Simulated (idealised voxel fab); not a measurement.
Herein follows the process module entitled voxel capacitor over wiring.
The width of the displayed cross-section, cut, is 270 nm; its cells are square, with a size of 5 nm.
If you're reading a cross-section in this doc, picture square cells in a grid; it comes to you as bands, top ones listed first down to the bottom, and a band can be one or more rows of cells.
Per band: top height and bottom height in nm, followed by the left-to-right materials and their widths in nm; "full width" marks a single material spanning edge to edge, "blank" marks empty space.
A quick word on heights: they are counted from 0, and under that level the wafer as it came to us is one material throughout. The lowest band is different from the rest in having no bottom; it simply continues downward, written as in "0..down".
You'd read "30..40" like this: the band's top row of cells is as wide as the first number, its bottom row is as wide as the second, and going down, every row changes width by the same amount as the row before did.
"no alteration" after a step means that no cell of the cross-section changed.
In the "Entrapped voids" entry, you get each enclosed empty space of 8 cells or more, one with no open way to the top, written width x height at distance, distance from the left edge, in nm.
Step line, after settings: the simulator's comment on this step.
What "overlay nm" on a step's line means: if the step has a mask, that mask lay this far to the right of its planned place, or, when the value is negative, to the left.

These are the steps we planned for the process:
1 RECEIVE [material Si]
2 CONFORMAL_DEP [material SiO2] [thk nm 15]
3 CONFORMAL_DEP [material SiN] [thk nm 5]
4 DIRECTIONAL_DEP [material SiO2] [thk nm 20]
5 DIRECTIONAL_DEP [material aC] [thk nm 15]
6 PATTERN [tone open] [mask id METAL_1] [material resist] [width nm 30] [pitch nm 80] [thk nm 35] [overlay nm 0]
7 DIRECTIONAL_ETCH [etch materials aC] [depth nm 15]
8 STRIP [etch materials resist]
9 DIRECTIONAL_ETCH [etch materials SiO2] [depth nm 20]
10 DIRECTIONAL_ETCH [etch materials SiN] [depth nm 5]
11 STRIP [etch materials aC]
12 CONFORMAL_DEP [material TiN] [thk nm 5]
13 FILL_DEP [material Cu] [thk nm 5]
14 CMP [height nm 40]
15 CONFORMAL_DEP [material SiCN] [thk nm 5]
16 DIRECTIONAL_DEP [material lowk] [thk nm 20]
17 MASKED_ETCH [tone open] [mask id PLUG_1] [width nm 15] [etch materials lowk] [depth nm 20] [overlay nm 0]
18 MASKED_ETCH [tone open] [mask id PLUG_1] [width nm 15] [etch materials SiCN] [depth nm 5] [overlay nm 0]
19 CONFORMAL_DEP [material TiN] [thk nm 5]
20 FILL_DEP [material Cu] [thk nm 5]
21 CMP [height nm 65]
22 DIRECTIONAL_DEP [material TiN] [thk nm 10]
23 DIRECTIONAL_DEP [material HfO2] [thk nm 5]
24 DIRECTIONAL_DEP [material TiN] [thk nm 5]
25 PATTERN [tone cover] [mask id UPPER_PLATE] [material resist] [width nm 55] [thk nm 15] [overlay nm 0]
26 DIRECTIONAL_ETCH [etch materials TiN] [depth nm 5]
27 DIRECTIONAL_ETCH [etch materials HfO2] [depth nm 5]
28 STRIP [etch materials resist]
29 DIRECTIONAL_DEP [material aC] [thk nm 10]
30 PATTERN [tone cover] [mask id LOWER_PLATE] [material resist] [width nm 65] [thk nm 25] [overlay nm 0]
31 DIRECTIONAL_ETCH [etch materials aC] [depth nm 10]
32 STRIP [etch materials resist]
33 DIRECTIONAL_ETCH [etch materials TiN] [depth nm 10]
34 STRIP [etch materials aC]
35 FILL_DEP [material SiO2] [thk nm 15]
36 CMP [height nm 95]
37 DIRECTIONAL_DEP [material aC] [thk nm 10]
38 PATTERN [tone open] [mask id PLUG_2] [material resist] [width nm 15] [thk nm 30] [overlay nm 0]
39 DIRECTIONAL_ETCH [etch materials aC] [depth nm 10]
40 STRIP [etch materials resist]
41 DIRECTIONAL_ETCH [etch materials SiO2] [depth nm 10]
42 STRIP [etch materials aC]
43 CONFORMAL_DEP [material TiN] [thk nm 5]
44 FILL_DEP [material Ru] [thk nm 5]
45 CMP [height nm 95]
46 CONFORMAL_DEP [material SiN] [thk nm 5]

So, the first of our two wafers, run just as we planned it:

Cross-section of the wafer as it came to us, i.e., already through step 1:
  0..down = Si full width
  Entrapped voids: none

Cross-section of the wafer subsequent to step 2:
  15..0 = SiO2 full width
  Nothing below the height 0 has changed.

Cross-section of the wafer subsequent to step 3:
  20..15 = SiN full width
  Nothing below the height 15 has changed.

Cross-section of the wafer subsequent to step 4:
  40..20 = SiO2 full width
  Nothing below the height 20 has changed.

Cross-section of the wafer subsequent to step 5:
  55..40 = aC full width
  Nothing below the height 40 has changed.

Cross-section of the wafer subsequent to step 6:
  90..55 = resist 80 nm  blank 30 nm  resist 50 nm  blank 30 nm  resist 80 nm
  Nothing below the height 55 has changed.

Cross-section of the wafer subsequent to step 7:
  75..55 = resist 80 nm  blank 30 nm  resist 50 nm  blank 30 nm  resist 80 nm
  55..40 = aC 80 nm  blank 30 nm  aC 50 nm  blank 30 nm  aC 80 nm
  Nothing below the height 40 has changed.

Cross-section of the wafer subsequent to step 8:
  55..40 = aC 80 nm  blank 30 nm  aC 50 nm  blank 30 nm  aC 80 nm
  Nothing below the height 40 has changed.

Cross-section of the wafer subsequent to step 9:
  55..40 = aC 80 nm  blank 30 nm  aC 50 nm  blank 30 nm  aC 80 nm
  40..20 = SiO2 80 nm  blank 30 nm  SiO2 50 nm  blank 30 nm  SiO2 80 nm
  Nothing below the height 20 has changed.

Cross-section of the wafer subsequent to step 10:
  55..40 = aC 80 nm  blank 30 nm  aC 50 nm  blank 30 nm  aC 80 nm
  40..20 = SiO2 80 nm  blank 30 nm  SiO2 50 nm  blank 30 nm  SiO2 80 nm
  20..15 = SiN 80 nm  blank 30 nm  SiN 50 nm  blank 30 nm  SiN 80 nm
  Nothing below the height 15 has changed.

Cross-section of the wafer subsequent to step 11:
  40..20 = SiO2 80 nm  blank 30 nm  SiO2 50 nm  blank 30 nm  SiO2 80 nm
  Nothing below the height 20 has changed.

Cross-section of the wafer subsequent to step 12:
  45..40 = TiN 85 nm  blank 20 nm  TiN 60 nm  blank 20 nm  TiN 85 nm
  40..20 = SiO2 80 nm  TiN 5 nm  blank 20 nm  TiN 5 nm  SiO2 50 nm  TiN 5 nm  blank 20 nm  TiN 5 nm  SiO2 80 nm
  20..15 = SiN 80 nm  TiN 30 nm  SiN 50 nm  TiN 30 nm  SiN 80 nm
  Nothing below the height 15 has changed.

Cross-section of the wafer subsequent to step 13:
  50..45 = Cu full width
  45..40 = TiN 85 nm  Cu 20 nm  TiN 60 nm  Cu 20 nm  TiN 85 nm
  40..20 = SiO2 80 nm  TiN 5 nm  Cu 20 nm  TiN 5 nm  SiO2 50 nm  TiN 5 nm  Cu 20 nm  TiN 5 nm  SiO2 80 nm
  Nothing below the height 20 has changed.

Cross-section of the wafer subsequent to step 14:
  40..20 = SiO2 80 nm  TiN 5 nm  Cu 20 nm  TiN 5 nm  SiO2 50 nm  TiN 5 nm  Cu 20 nm  TiN 5 nm  SiO2 80 nm
  Nothing below the height 20 has changed.

Cross-section of the wafer subsequent to step 15:
  45..40 = SiCN full width
  Nothing below the height 40 has changed.

Cross-section of the wafer subsequent to step 16:
  65..45 = lowk full width
  Nothing below the height 45 has changed.

Cross-section of the wafer subsequent to step 17:
  65..45 = lowk 95 nm  blank 15 nm  lowk 160 nm
  Nothing below the height 45 has changed.

Cross-section of the wafer subsequent to step 18:
  65..45 = lowk 95 nm  blank 15 nm  lowk 160 nm
  45..40 = SiCN 95 nm  blank 15 nm  SiCN 160 nm
  Nothing below the height 40 has changed.

Cross-section of the wafer subsequent to step 19:
  70..65 = TiN 100 nm  blank 5 nm  TiN 165 nm
  65..45 = lowk 95 nm  TiN 5 nm  blank 5 nm  TiN 5 nm  lowk 160 nm
  45..40 = SiCN 95 nm  TiN 15 nm  SiCN 160 nm
  Nothing below the height 40 has changed.

Cross-section of the wafer subsequent to step 20:
  75..70 = Cu full width
  70..65 = TiN 100 nm  Cu 5 nm  TiN 165 nm
  65..45 = lowk 95 nm  TiN 5 nm  Cu 5 nm  TiN 5 nm  lowk 160 nm
  Nothing below the height 45 has changed.

Cross-section of the wafer subsequent to step 21:
  65..45 = lowk 95 nm  TiN 5 nm  Cu 5 nm  TiN 5 nm  lowk 160 nm
  Nothing below the height 45 has changed.

Cross-section of the wafer subsequent to step 22:
  75..65 = TiN full width
  Nothing below the height 65 has changed.

Cross-section of the wafer subsequent to step 23:
  80..75 = HfO2 full width
  Nothing below the height 75 has changed.

Cross-section of the wafer subsequent to step 24:
  85..80 = TiN full width
  Nothing below the height 80 has changed.

Cross-section of the wafer subsequent to step 25:
  100..85 = blank 95 nm  resist 55 nm  blank 120 nm
  Nothing below the height 85 has changed.

Cross-section of the wafer subsequent to step 26:
  100..85 = blank 95 nm  resist 55 nm  blank 120 nm
  85..80 = blank 95 nm  TiN 55 nm  blank 120 nm
  Nothing below the height 80 has changed.

Cross-section of the wafer subsequent to step 27:
  100..85 = blank 95 nm  resist 55 nm  blank 120 nm
  85..80 = blank 95 nm  TiN 55 nm  blank 120 nm
  80..75 = blank 95 nm  HfO2 55 nm  blank 120 nm
  Nothing below the height 75 has changed.

Cross-section of the wafer subsequent to step 28:
  85..80 = blank 95 nm  TiN 55 nm  blank 120 nm
  Nothing below the height 80 has changed.

Cross-section of the wafer subsequent to step 29:
  95..85 = blank 95 nm  aC 55 nm  blank 120 nm
  85..80 = aC 95 nm  TiN 55 nm  aC 120 nm
  80..75 = aC 95 nm  HfO2 55 nm  aC 120 nm
  Nothing below the height 75 has changed.

Cross-section of the wafer subsequent to step 30:
  120..95 = blank 90 nm  resist 65 nm  blank 115 nm
  95..85 = blank 90 nm  resist 5 nm  aC 55 nm  resist 5 nm  blank 115 nm
  Nothing below the height 85 has changed.

Cross-section of the wafer subsequent to step 31:
  110..95 = blank 90 nm  resist 65 nm  blank 115 nm
  95..85 = blank 90 nm  resist 5 nm  aC 55 nm  resist 5 nm  blank 115 nm
  85..80 = blank 90 nm  aC 5 nm  TiN 55 nm  aC 5 nm  blank 115 nm
  80..75 = blank 90 nm  aC 5 nm  HfO2 55 nm  aC 5 nm  blank 115 nm
  Nothing below the height 75 has changed.

Cross-section of the wafer subsequent to step 32:
  95..85 = blank 95 nm  aC 55 nm  blank 120 nm
  Nothing below the height 85 has changed.

Cross-section of the wafer subsequent to step 33:
  95..85 = blank 95 nm  aC 55 nm  blank 120 nm
  85..80 = blank 90 nm  aC 5 nm  TiN 55 nm  aC 5 nm  blank 115 nm
  80..75 = blank 90 nm  aC 5 nm  HfO2 55 nm  aC 5 nm  blank 115 nm
  75..65 = blank 90 nm  TiN 65 nm  blank 115 nm
  Nothing below the height 65 has changed.

Cross-section of the wafer subsequent to step 34:
  85..80 = blank 95 nm  TiN 55 nm  blank 120 nm
  80..75 = blank 95 nm  HfO2 55 nm  blank 120 nm
  Nothing below the height 75 has changed.

Cross-section of the wafer subsequent to step 35:
  100..85 = SiO2 full width
  85..80 = SiO2 95 nm  TiN 55 nm  SiO2 120 nm
  80..75 = SiO2 95 nm  HfO2 55 nm  SiO2 120 nm
  75..65 = SiO2 90 nm  TiN 65 nm  SiO2 115 nm
  Nothing below the height 65 has changed.

Cross-section of the wafer subsequent to step 36:
  95..85 = SiO2 full width
  Nothing below the height 85 has changed.

Cross-section of the wafer subsequent to step 37:
  105..95 = aC full width
  Nothing below the height 95 has changed.

Cross-section of the wafer subsequent to step 38:
  135..105 = resist 105 nm  blank 15 nm  resist 150 nm
  Nothing below the height 105 has changed.

Cross-section of the wafer subsequent to step 39:
  125..105 = resist 105 nm  blank 15 nm  resist 150 nm
  105..95 = aC 105 nm  blank 15 nm  aC 150 nm
  Nothing below the height 95 has changed.

Cross-section of the wafer subsequent to step 40:
  105..95 = aC 105 nm  blank 15 nm  aC 150 nm
  Nothing below the height 95 has changed.

Cross-section of the wafer subsequent to step 41:
  105..95 = aC 105 nm  blank 15 nm  aC 150 nm
  95..85 = SiO2 105 nm  blank 15 nm  SiO2 150 nm
  Nothing below the height 85 has changed.

Cross-section of the wafer subsequent to step 42:
  95..85 = SiO2 105 nm  blank 15 nm  SiO2 150 nm
  Nothing below the height 85 has changed.

Cross-section of the wafer subsequent to step 43:
  100..95 = TiN 110 nm  blank 5 nm  TiN 155 nm
  95..90 = SiO2 105 nm  TiN 5 nm  blank 5 nm  TiN 5 nm  SiO2 150 nm
  90..80 = SiO2 105..95 nm  TiN 15..55 nm  SiO2 150..120 nm
  Nothing below the height 80 has changed.

Cross-section of the wafer subsequent to step 44:
  105..100 = Ru full width
  100..95 = TiN 110 nm  Ru 5 nm  TiN 155 nm
  95..90 = SiO2 105 nm  TiN 5 nm  Ru 5 nm  TiN 5 nm  SiO2 150 nm
  Nothing below the height 90 has changed.

Cross-section of the wafer subsequent to step 45:
  95..90 = SiO2 105 nm  TiN 5 nm  Ru 5 nm  TiN 5 nm  SiO2 150 nm
  Nothing below the height 90 has changed.

Cross-section of the wafer subsequent to step 46:
  100..95 = SiN full width
  Nothing below the height 95 has changed.

Now the other wafer: same start, same recipe, but we messed up one thing when running it. Up to and including step 5 it's the same as the first one:

Second wafer, sectioned view, at step 6's planned end time:
  90..55 = resist 85 nm  blank 25 nm  resist 55 nm  blank 25 nm  resist 80 nm
  Nothing below the height 55 has changed.

Second wafer, sectioned view, at step 7's planned end time:
  75..55 = resist 85 nm  blank 25 nm  resist 55 nm  blank 25 nm  resist 80 nm
  55..40 = aC 85 nm  blank 25 nm  aC 55 nm  blank 25 nm  aC 80 nm
  Nothing below the height 40 has changed.

Second wafer, sectioned view, at step 8's planned end time:
  55..40 = aC 85 nm  blank 25 nm  aC 55 nm  blank 25 nm  aC 80 nm
  Nothing below the height 40 has changed.

Second wafer, sectioned view, at step 9's planned end time:
  55..40 = aC 85 nm  blank 25 nm  aC 55 nm  blank 25 nm  aC 80 nm
  40..20 = SiO2 85 nm  blank 25 nm  SiO2 55 nm  blank 25 nm  SiO2 80 nm
  Nothing below the height 20 has changed.

Second wafer, sectioned view, at step 10's planned end time:
  55..40 = aC 85 nm  blank 25 nm  aC 55 nm  blank 25 nm  aC 80 nm
  40..20 = SiO2 85 nm  blank 25 nm  SiO2 55 nm  blank 25 nm  SiO2 80 nm
  20..15 = SiN 85 nm  blank 25 nm  SiN 55 nm  blank 25 nm  SiN 80 nm
  Nothing below the height 15 has changed.

Second wafer, sectioned view, at step 11's planned end time:
  40..20 = SiO2 85 nm  blank 25 nm  SiO2 55 nm  blank 25 nm  SiO2 80 nm
  Nothing below the height 20 has changed.

Second wafer, sectioned view, at step 12's planned end time:
  45..40 = TiN 90 nm  blank 15 nm  TiN 65 nm  blank 15 nm  TiN 85 nm
  40..20 = SiO2 85 nm  TiN 5 nm  blank 15 nm  TiN 5 nm  SiO2 55 nm  TiN 5 nm  blank 15 nm  TiN 5 nm  SiO2 80 nm
  20..15 = SiN 85 nm  TiN 25 nm  SiN 55 nm  TiN 25 nm  SiN 80 nm
  Nothing below the height 15 has changed.

Second wafer, sectioned view, at step 13's planned end time:
  50..45 = Cu full width
  45..40 = TiN 90 nm  Cu 15 nm  TiN 65 nm  Cu 15 nm  TiN 85 nm
  40..20 = SiO2 85 nm  TiN 5 nm  Cu 15 nm  TiN 5 nm  SiO2 55 nm  TiN 5 nm  Cu 15 nm  TiN 5 nm  SiO2 80 nm
  Nothing below the height 20 has changed.

Second wafer, sectioned view, at step 14's planned end time:
  40..20 = SiO2 85 nm  TiN 5 nm  Cu 15 nm  TiN 5 nm  SiO2 55 nm  TiN 5 nm  Cu 15 nm  TiN 5 nm  SiO2 80 nm
  Nothing below the height 20 has changed.

Second wafer, sectioned view, at step 15's planned end time:
  45..40 = SiCN full width
  Nothing below the height 40 has changed.

Second wafer, sectioned view, at step 16's planned end time:
  65..45 = lowk full width
  Nothing below the height 45 has changed.

Second wafer, sectioned view, at step 17's planned end time:
  65..45 = lowk 95 nm  blank 15 nm  lowk 160 nm
  Nothing below the height 45 has changed.

Second wafer, sectioned view, at step 18's planned end time:
  65..45 = lowk 95 nm  blank 15 nm  lowk 160 nm
  45..40 = SiCN 95 nm  blank 15 nm  SiCN 160 nm
  Nothing below the height 40 has changed.

Second wafer, sectioned view, at step 19's planned end time:
  70..65 = TiN 100 nm  blank 5 nm  TiN 165 nm
  65..45 = lowk 95 nm  TiN 5 nm  blank 5 nm  TiN 5 nm  lowk 160 nm
  45..40 = SiCN 95 nm  TiN 15 nm  SiCN 160 nm
  Nothing below the height 40 has changed.

Second wafer, sectioned view, at step 20's planned end time:
  75..70 = Cu full width
  70..65 = TiN 100 nm  Cu 5 nm  TiN 165 nm
  65..45 = lowk 95 nm  TiN 5 nm  Cu 5 nm  TiN 5 nm  lowk 160 nm
  Nothing below the height 45 has changed.

Second wafer, sectioned view, at step 21's planned end time:
  65..45 = lowk 95 nm  TiN 5 nm  Cu 5 nm  TiN 5 nm  lowk 160 nm
  Nothing below the height 45 has changed.

Second wafer, sectioned view, at step 22's planned end time:
  75..65 = TiN full width
  Nothing below the height 65 has changed.

Second wafer, sectioned view, at step 23's planned end time:
  80..75 = HfO2 full width
  Nothing below the height 75 has changed.

Second wafer, sectioned view, at step 24's planned end time:
  85..80 = TiN full width
  Nothing below the height 80 has changed.

Second wafer, sectioned view, at step 25's planned end time:
  100..85 = blank 95 nm  resist 55 nm  blank 120 nm
  Nothing below the height 85 has changed.

Second wafer, sectioned view, at step 26's planned end time:
  100..85 = blank 95 nm  resist 55 nm  blank 120 nm
  85..80 = blank 95 nm  TiN 55 nm  blank 120 nm
  Nothing below the height 80 has changed.

Second wafer, sectioned view, at step 27's planned end time:
  100..85 = blank 95 nm  resist 55 nm  blank 120 nm
  85..80 = blank 95 nm  TiN 55 nm  blank 120 nm
  80..75 = blank 95 nm  HfO2 55 nm  blank 120 nm
  Nothing below the height 75 has changed.

Second wafer, sectioned view, at step 28's planned end time:
  85..80 = blank 95 nm  TiN 55 nm  blank 120 nm
  Nothing below the height 80 has changed.

Second wafer, sectioned view, at step 29's planned end time:
  95..85 = blank 95 nm  aC 55 nm  blank 120 nm
  85..80 = aC 95 nm  TiN 55 nm  aC 120 nm
  80..75 = aC 95 nm  HfO2 55 nm  aC 120 nm
  Nothing below the height 75 has changed.

Second wafer, sectioned view, at step 30's planned end time:
  120..95 = blank 90 nm  resist 65 nm  blank 115 nm
  95..85 = blank 90 nm  resist 5 nm  aC 55 nm  resist 5 nm  blank 115 nm
  Nothing below the height 85 has changed.

Second wafer, sectioned view, at step 31's planned end time:
  110..95 = blank 90 nm  resist 65 nm  blank 115 nm
  95..85 = blank 90 nm  resist 5 nm  aC 55 nm  resist 5 nm  blank 115 nm
  85..80 = blank 90 nm  aC 5 nm  TiN 55 nm  aC 5 nm  blank 115 nm
  80..75 = blank 90 nm  aC 5 nm  HfO2 55 nm  aC 5 nm  blank 115 nm
  Nothing below the height 75 has changed.

Second wafer, sectioned view, at step 32's planned end time:
  95..85 = blank 95 nm  aC 55 nm  blank 120 nm
  Nothing below the height 85 has changed.

Second wafer, sectioned view, at step 33's planned end time:
  95..85 = blank 95 nm  aC 55 nm  blank 120 nm
  85..80 = blank 90 nm  aC 5 nm  TiN 55 nm  aC 5 nm  blank 115 nm
  80..75 = blank 90 nm  aC 5 nm  HfO2 55 nm  aC 5 nm  blank 115 nm
  75..65 = blank 90 nm  TiN 65 nm  blank 115 nm
  Nothing below the height 65 has changed.

Second wafer, sectioned view, at step 34's planned end time:
  85..80 = blank 95 nm  TiN 55 nm  blank 120 nm
  80..75 = blank 95 nm  HfO2 55 nm  blank 120 nm
  Nothing below the height 75 has changed.

Second wafer, sectioned view, at step 35's planned end time:
  100..85 = SiO2 full width
  85..80 = SiO2 95 nm  TiN 55 nm  SiO2 120 nm
  80..75 = SiO2 95 nm  HfO2 55 nm  SiO2 120 nm
  75..65 = SiO2 90 nm  TiN 65 nm  SiO2 115 nm
  Nothing below the height 65 has changed.

Second wafer, sectioned view, at step 36's planned end time:
  95..85 = SiO2 full width
  Nothing below the height 85 has changed.

Second wafer, sectioned view, at step 37's planned end time:
  105..95 = aC full width
  Nothing below the height 95 has changed.

Second wafer, sectioned view, at step 38's planned end time:
  135..105 = resist 105 nm  blank 15 nm  resist 150 nm
  Nothing below the height 105 has changed.

Second wafer, sectioned view, at step 39's planned end time:
  125..105 = resist 105 nm  blank 15 nm  resist 150 nm
  105..95 = aC 105 nm  blank 15 nm  aC 150 nm
  Nothing below the height 95 has changed.

Second wafer, sectioned view, at step 40's planned end time:
  105..95 = aC 105 nm  blank 15 nm  aC 150 nm
  Nothing below the height 95 has changed.

Second wafer, sectioned view, at step 41's planned end time:
  105..95 = aC 105 nm  blank 15 nm  aC 150 nm
  95..85 = SiO2 105 nm  blank 15 nm  SiO2 150 nm
  Nothing below the height 85 has changed.

Second wafer, sectioned view, at step 42's planned end time:
  95..85 = SiO2 105 nm  blank 15 nm  SiO2 150 nm
  Nothing below the height 85 has changed.

Second wafer, sectioned view, at step 43's planned end time:
  100..95 = TiN 110 nm  blank 5 nm  TiN 155 nm
  95..90 = SiO2 105 nm  TiN 5 nm  blank 5 nm  TiN 5 nm  SiO2 150 nm
  90..80 = SiO2 105..95 nm  TiN 15..55 nm  SiO2 150..120 nm
  Nothing below the height 80 has changed.

Second wafer, sectioned view, at step 44's planned end time:
  105..100 = Ru full width
  100..95 = TiN 110 nm  Ru 5 nm  TiN 155 nm
  95..90 = SiO2 105 nm  TiN 5 nm  Ru 5 nm  TiN 5 nm  SiO2 150 nm
  Nothing below the height 90 has changed.

Second wafer, sectioned view, at step 45's planned end time:
  95..90 = SiO2 105 nm  TiN 5 nm  Ru 5 nm  TiN 5 nm  SiO2 150 nm
  Nothing below the height 90 has changed.

Second wafer, sectioned view, at step 46's planned end time:
  100..95 = SiN full width
  Nothing below the height 95 has changed.
Error vs. plan: step 6 did not happen as planned, as run it was PATTERN [tone open] [mask id METAL_1] [material resist] [width nm 25] [pitch nm 80] [thk nm 35] [overlay nm 0]
It is noted that, at the conclusion of processing, the second wafer exhibits a higher or lower cell count for certain materials relative to the first: Cu -8, SiN +2, SiO2 +8, TiN -2
